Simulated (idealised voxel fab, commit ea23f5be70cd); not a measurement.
Module name: voxel self aligned vias (process module)
The cross-section shown here is cut; it is 245 nm wide and divided into square cells measuring 5 nm on a side.
We lay out every cross-section as a grid of square cells and spell it out in bands from the top down, where one band means one or more rows of cells.
Basically the band line says how high the top is and how high the bottom is, in nm, and then what's in it from left to right, every material with its width in nm. Empty space shows up as "air", and if a single material carries "everywhere" it runs the full band edge to edge.
Height datum 0, below which the as-received substrate wafer is one material. Lowest band open at the bottom, running downward: "from 0 down".
Per-row width for "30 to 40": begins at first number (top row of band), ends at second number (bottom row), increment between rows held constant.
Key: "nothing changed" - step with no changed cell in the cross-section.
"Fully closed voids" contains a list of empty spaces, each no smaller than 8 cells and without an open way to the top, written in the form width x height at distance with the distance from the left edge and all three in nm.
after a step's settings: what the simulator itself notes on the step
On any step carrying a mask, the "overlay nm" setting, if present on the step's line, tells how far right of its planned place the mask lay; negative values point to the left.

Steps in the process plan:
- 1: op RECEIVE | material Si
- 2: op CONFORMAL_DEP | material SiO2 | thk nm 10
- 3: op CONFORMAL_DEP | material SiCN | thk nm 5
- 4: op DIRECTIONAL_DEP | material lowk | thk nm 25
- 5: op PATTERN | tone open | mask id LINES | material resist | width nm 30 | pitch nm 65 | thk nm 15 | overlay nm 0
- 6: op DIRECTIONAL_ETCH | etch materials lowk | depth nm 25
- 7: op STRIP | etch materials resist
- 8: op CONFORMAL_DEP | material TiN | thk nm 5
- 9: op FILL_DEP | material Ru | thk nm 10
- 10: op CMP | height nm 40
- 11: op SELECTIVE_ETCH | etch materials W Ru TiN | depth nm 10
- 12: op FILL_DEP | material SiN | thk nm 5
- 13: op CMP | height nm 40
- 14: op DIRECTIONAL_DEP | material lowk | thk nm 15
- 15: op MASKED_ETCH | tone open | mask id VIAS | width nm 40 | pitch nm 65 | etch materials lowk | depth nm 15 | overlay nm 0
- 16: op MASKED_ETCH | tone open | mask id VIAS | width nm 40 | pitch nm 65 | etch materials SiN | depth nm 10 | overlay nm 0
- 17: op CONFORMAL_DEP | material TiN | thk nm 5
- 18: op FILL_DEP | material Ru | thk nm 10
- 19: op CMP | height nm 55
- 20: op CONFORMAL_DEP | material SiN | thk nm 5

This is the cross-section of the wafer as we received it, i.e. after step 1:
> from 0 down: Si everywhere
> Fully closed voids: none

Post-module cross-section: identical start and plan to those above, one misstep in execution:
> from 60 to 55: SiN everywhere
> from 55 to 35: 35 lowk, then 5 TiN, then 30 Ru, then 5 TiN, then 25 lowk, then 5 TiN, then 30 Ru, then 5 TiN, then 25 lowk, then 5 TiN, then 30 Ru, then 5 TiN, then 40 lowk
> from 35 to 30: 35 lowk, then 40 TiN, then 25 lowk, then 40 TiN, then 25 lowk, then 40 TiN, then 40 lowk
> from 30 to 20: 35 to 40 lowk, then 10 to 5 TiN, then 20 Ru, then 10 to 5 TiN, then 25 to 35 lowk, then 10 to 5 TiN, then 20 Ru, then 10 to 5 TiN, then 25 to 35 lowk, then 10 to 5 TiN, then 20 Ru, then 10 to 5 TiN, then 40 to 45 lowk
> from 20 to 15: 40 lowk, then 30 TiN, then 35 lowk, then 30 TiN, then 35 lowk, then 30 TiN, then 45 lowk
> from 15 to 10: SiCN everywhere
> from 10 to 0: SiO2 everywhere
> from 0 down: Si everywhere
> Fully closed voids: none
The plan and the run diverged here: regarding the plan, step 15 was run twice
